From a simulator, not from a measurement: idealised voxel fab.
process module | voxel self aligned vias
cross-section cut | 275 nm wide | cells 5 nm
A cross-section is a grid of square cells, given in bands from the top down. A band is one or more rows of cells.
Each band's line starts with the height of the band's top and of its bottom, in nm. Then come its materials from left to right, each with its width in nm. One material with "throughout" fills the band from edge to edge. "air" is empty space.
Height 0 is the level under which the wafer as received is all one material. The lowest band goes on downwards, as in "0 down".
A width such as "30 to 40" changes by the same amount from each row of cells to the next, from the band's top row to its bottom row.
"no change" after a step means that no cell of the cross-section changed.
closed voids: empty space of 8 cells or more with no open way to the top, each as width x height at its distance from the left edge, in nm
after a step's settings: what the simulator itself notes on the step
overlay nm, on a step with a mask: how far to the right of its planned place the mask lay; to the left if negative
plan
1 op RECEIVE | material Si
2 op CONFORMAL_DEP | material SiO2 | thk nm 15
3 op CONFORMAL_DEP | material SiCN | thk nm 5
4 op DIRECTIONAL_DEP | material SiO2 | thk nm 25
5 op DIRECTIONAL_DEP | material aC | thk nm 15
6 op PATTERN | tone open | mask id LINES | material resist | width nm 30 | pitch nm 70 | thk nm 30 | overlay nm 0
7 op DIRECTIONAL_ETCH | etch materials aC | depth nm 15
8 op STRIP | etch materials resist
9 op DIRECTIONAL_ETCH | etch materials SiO2 | depth nm 25
10 op STRIP | etch materials aC
11 op CONFORMAL_DEP | material TiN | thk nm 5
12 op FILL_DEP | material W | thk nm 5
13 op CMP | height nm 45
14 op SELECTIVE_ETCH | etch materials W Ru TiN | depth nm 10
15 op FILL_DEP | material SiN | thk nm 10
16 op CMP | height nm 45
17 op DIRECTIONAL_DEP | material SiO2 | thk nm 15
18 op PATTERN | tone open | mask id VIAS | material resist | width nm 40 | pitch nm 70 | thk nm 15 | overlay nm 0
19 op DIRECTIONAL_ETCH | etch materials SiO2 | depth nm 15
20 op DIRECTIONAL_ETCH | etch materials SiN | depth nm 10
21 op STRIP | etch materials resist
22 op CONFORMAL_DEP | material TiN | thk nm 5
23 op FILL_DEP | material Cu | thk nm 10
24 op CMP | height nm 60
25 op CONFORMAL_DEP | material SiCN | thk nm 5
first wafer, as planned
as received, after step 1
  0 down: Si throughout
  closed voids: none
after step 2
  15 to 0: SiO2 throughout
  below 0: unchanged
after step 3
  20 to 15: SiCN throughout
  below 15: unchanged
after step 4
  45 to 20: SiO2 throughout
  below 20: unchanged
after step 5
  60 to 45: aC throughout
  below 45: unchanged
after step 6
  90 to 60: resist 85 | air 30 | resist 40 | air 30 | resist 90
  below 60: unchanged
after step 7
  75 to 60: resist 85 | air 30 | resist 40 | air 30 | resist 90
  60 to 45: aC 85 | air 30 | aC 40 | air 30 | aC 90
  below 45: unchanged
after step 8
  60 to 45: aC 85 | air 30 | aC 40 | air 30 | aC 90
  below 45: unchanged
after step 9
  60 to 45: aC 85 | air 30 | aC 40 | air 30 | aC 90
  45 to 20: SiO2 85 | air 30 | SiO2 40 | air 30 | SiO2 90
  below 20: unchanged
after step 10
  45 to 20: SiO2 85 | air 30 | SiO2 40 | air 30 | SiO2 90
  below 20: unchanged
after step 11
  50 to 45: TiN 90 | air 20 | TiN 50 | air 20 | TiN 95
  45 to 25: SiO2 85 | TiN 5 | air 20 | TiN 5 | SiO2 40 | TiN 5 | air 20 | TiN 5 | SiO2 90
  25 to 20: SiO2 85 | TiN 30 | SiO2 40 | TiN 30 | SiO2 90
  below 20: unchanged
after step 12
  55 to 50: W throughout
  50 to 45: TiN 90 | W 20 | TiN 50 | W 20 | TiN 95
  45 to 25: SiO2 85 | TiN 5 | W 20 | TiN 5 | SiO2 40 | TiN 5 | W 20 | TiN 5 | SiO2 90
  below 25: unchanged
after step 13
  45 to 25: SiO2 85 | TiN 5 | W 20 | TiN 5 | SiO2 40 | TiN 5 | W 20 | TiN 5 | SiO2 90
  below 25: unchanged
after step 14
  45 to 35: SiO2 85 | air 30 | SiO2 40 | air 30 | SiO2 90
  below 35: unchanged
after step 15
  55 to 45: SiN throughout
  45 to 35: SiO2 85 | SiN 30 | SiO2 40 | SiN 30 | SiO2 90
  below 35: unchanged
after step 16
  45 to 35: SiO2 85 | SiN 30 | SiO2 40 | SiN 30 | SiO2 90
  below 35: unchanged
after step 17
  60 to 45: SiO2 throughout
  below 45: unchanged
after step 18
  75 to 60: resist 80 | air 40 | resist 30 | air 40 | resist 85
  below 60: unchanged
after step 19
  75 to 60: resist 80 | air 40 | resist 30 | air 40 | resist 85
  60 to 45: SiO2 80 | air 40 | SiO2 30 | air 40 | SiO2 85
  below 45: unchanged
after step 20
  75 to 60: resist 80 | air 40 | resist 30 | air 40 | resist 85
  60 to 45: SiO2 80 | air 40 | SiO2 30 | air 40 | SiO2 85
  45 to 35: SiO2 85 | air 30 | SiO2 40 | air 30 | SiO2 90
  below 35: unchanged
after step 21
  60 to 45: SiO2 80 | air 40 | SiO2 30 | air 40 | SiO2 85
  below 45: unchanged
after step 22
  65 to 60: TiN 85 | air 30 | TiN 40 | air 30 | TiN 90
  60 to 50: SiO2 80 | TiN 5 | air 30 | TiN 5 | SiO2 30 | TiN 5 | air 30 | TiN 5 | SiO2 85
  50 to 40: SiO2 80 to 85 | TiN 10 to 5 | air 20 | TiN 10 to 5 | SiO2 30 to 40 | TiN 10 to 5 | air 20 | TiN 10 to 5 | SiO2 85 to 90
  40 to 35: SiO2 85 | TiN 30 | SiO2 40 | TiN 30 | SiO2 90
  below 35: unchanged
after step 23
  75 to 65: Cu throughout
  65 to 60: TiN 85 | Cu 30 | TiN 40 | Cu 30 | TiN 90
  60 to 50: SiO2 80 | TiN 5 | Cu 30 | TiN 5 | SiO2 30 | TiN 5 | Cu 30 | TiN 5 | SiO2 85
  50 to 40: SiO2 80 to 85 | TiN 10 to 5 | Cu 20 | TiN 10 to 5 | SiO2 30 to 40 | TiN 10 to 5 | Cu 20 | TiN 10 to 5 | SiO2 85 to 90
  below 40: unchanged
after step 24
  60 to 50: SiO2 80 | TiN 5 | Cu 30 | TiN 5 | SiO2 30 | TiN 5 | Cu 30 | TiN 5 | SiO2 85
  below 50: unchanged
after step 25
  65 to 60: SiCN throughout
  below 60: unchanged
second wafer: like start, like plan, one mistake. Through step 5 it matches the first wafer
when step 6 should have ended
  90 to 60: resist 80 | air 30 | resist 40 | air 30 | resist 95
  below 60: unchanged
when step 7 should have ended
  75 to 60: resist 80 | air 30 | resist 40 | air 30 | resist 95
  60 to 45: aC 80 | air 30 | aC 40 | air 30 | aC 95
  below 45: unchanged
when step 8 should have ended
  60 to 45: aC 80 | air 30 | aC 40 | air 30 | aC 95
  below 45: unchanged
when step 9 should have ended
  60 to 45: aC 80 | air 30 | aC 40 | air 30 | aC 95
  45 to 20: SiO2 80 | air 30 | SiO2 40 | air 30 | SiO2 95
  below 20: unchanged
when step 10 should have ended
  45 to 20: SiO2 80 | air 30 | SiO2 40 | air 30 | SiO2 95
  below 20: unchanged
when step 11 should have ended
  50 to 45: TiN 85 | air 20 | TiN 50 | air 20 | TiN 100
  45 to 25: SiO2 80 | TiN 5 | air 20 | TiN 5 | SiO2 40 | TiN 5 | air 20 | TiN 5 | SiO2 95
  25 to 20: SiO2 80 | TiN 30 | SiO2 40 | TiN 30 | SiO2 95
  below 20: unchanged
when step 12 should have ended
  55 to 50: W throughout
  50 to 45: TiN 85 | W 20 | TiN 50 | W 20 | TiN 100
  45 to 25: SiO2 80 | TiN 5 | W 20 | TiN 5 | SiO2 40 | TiN 5 | W 20 | TiN 5 | SiO2 95
  below 25: unchanged
when step 13 should have ended
  45 to 25: SiO2 80 | TiN 5 | W 20 | TiN 5 | SiO2 40 | TiN 5 | W 20 | TiN 5 | SiO2 95
  below 25: unchanged
when step 14 should have ended
  45 to 35: SiO2 80 | air 30 | SiO2 40 | air 30 | SiO2 95
  below 35: unchanged
when step 15 should have ended
  55 to 45: SiN throughout
  45 to 35: SiO2 80 | SiN 30 | SiO2 40 | SiN 30 | SiO2 95
  below 35: unchanged
when step 16 should have ended
  45 to 35: SiO2 80 | SiN 30 | SiO2 40 | SiN 30 | SiO2 95
  below 35: unchanged
when step 17 should have ended
  60 to 45: SiO2 throughout
  below 45: unchanged
when step 18 should have ended
  75 to 60: resist 80 | air 40 | resist 30 | air 40 | resist 85
  below 60: unchanged
when step 19 should have ended
  75 to 60: resist 80 | air 40 | resist 30 | air 40 | resist 85
  60 to 45: SiO2 80 | air 40 | SiO2 30 | air 40 | SiO2 85
  below 45: unchanged
when step 20 should have ended
  75 to 60: resist 80 | air 40 | resist 30 | air 40 | resist 85
  60 to 45: SiO2 80 | air 40 | SiO2 30 | air 40 | SiO2 85
  45 to 35: SiO2 80 | air 30 | SiO2 40 | air 30 | SiO2 95
  below 35: unchanged
when step 21 should have ended
  60 to 45: SiO2 80 | air 40 | SiO2 30 | air 40 | SiO2 85
  below 45: unchanged
when step 22 should have ended
  65 to 60: TiN 85 | air 30 | TiN 40 | air 30 | TiN 90
  60 to 50: SiO2 80 | TiN 5 | air 30 | TiN 5 | SiO2 30 | TiN 5 | air 30 | TiN 5 | SiO2 85
  50 to 40: SiO2 80 | TiN 5 | air 20 | TiN 15 to 5 | SiO2 30 to 40 | TiN 5 | air 20 | TiN 15 to 5 | SiO2 85 to 95
  40 to 35: SiO2 80 | TiN 30 | SiO2 40 | TiN 30 | SiO2 95
  below 35: unchanged
when step 23 should have ended
  75 to 65: Cu throughout
  65 to 60: TiN 85 | Cu 30 | TiN 40 | Cu 30 | TiN 90
  60 to 50: SiO2 80 | TiN 5 | Cu 30 | TiN 5 | SiO2 30 | TiN 5 | Cu 30 | TiN 5 | SiO2 85
  50 to 40: SiO2 80 | TiN 5 | Cu 20 | TiN 15 to 5 | SiO2 30 to 40 | TiN 5 | Cu 20 | TiN 15 to 5 | SiO2 85 to 95
  below 40: unchanged
when step 24 should have ended
  60 to 50: SiO2 80 | TiN 5 | Cu 30 | TiN 5 | SiO2 30 | TiN 5 | Cu 30 | TiN 5 | SiO2 85
  below 50: unchanged
when step 25 should have ended
  65 to 60: SiCN throughout
  below 60: unchanged
what went wrong: step 6 ran as: op PATTERN | tone open | mask id LINES | material resist | width nm 30 | pitch nm 70 | thk nm 30 | overlay nm -5
at the end the second wafer has, in cells: as many of each material as the first, in other places
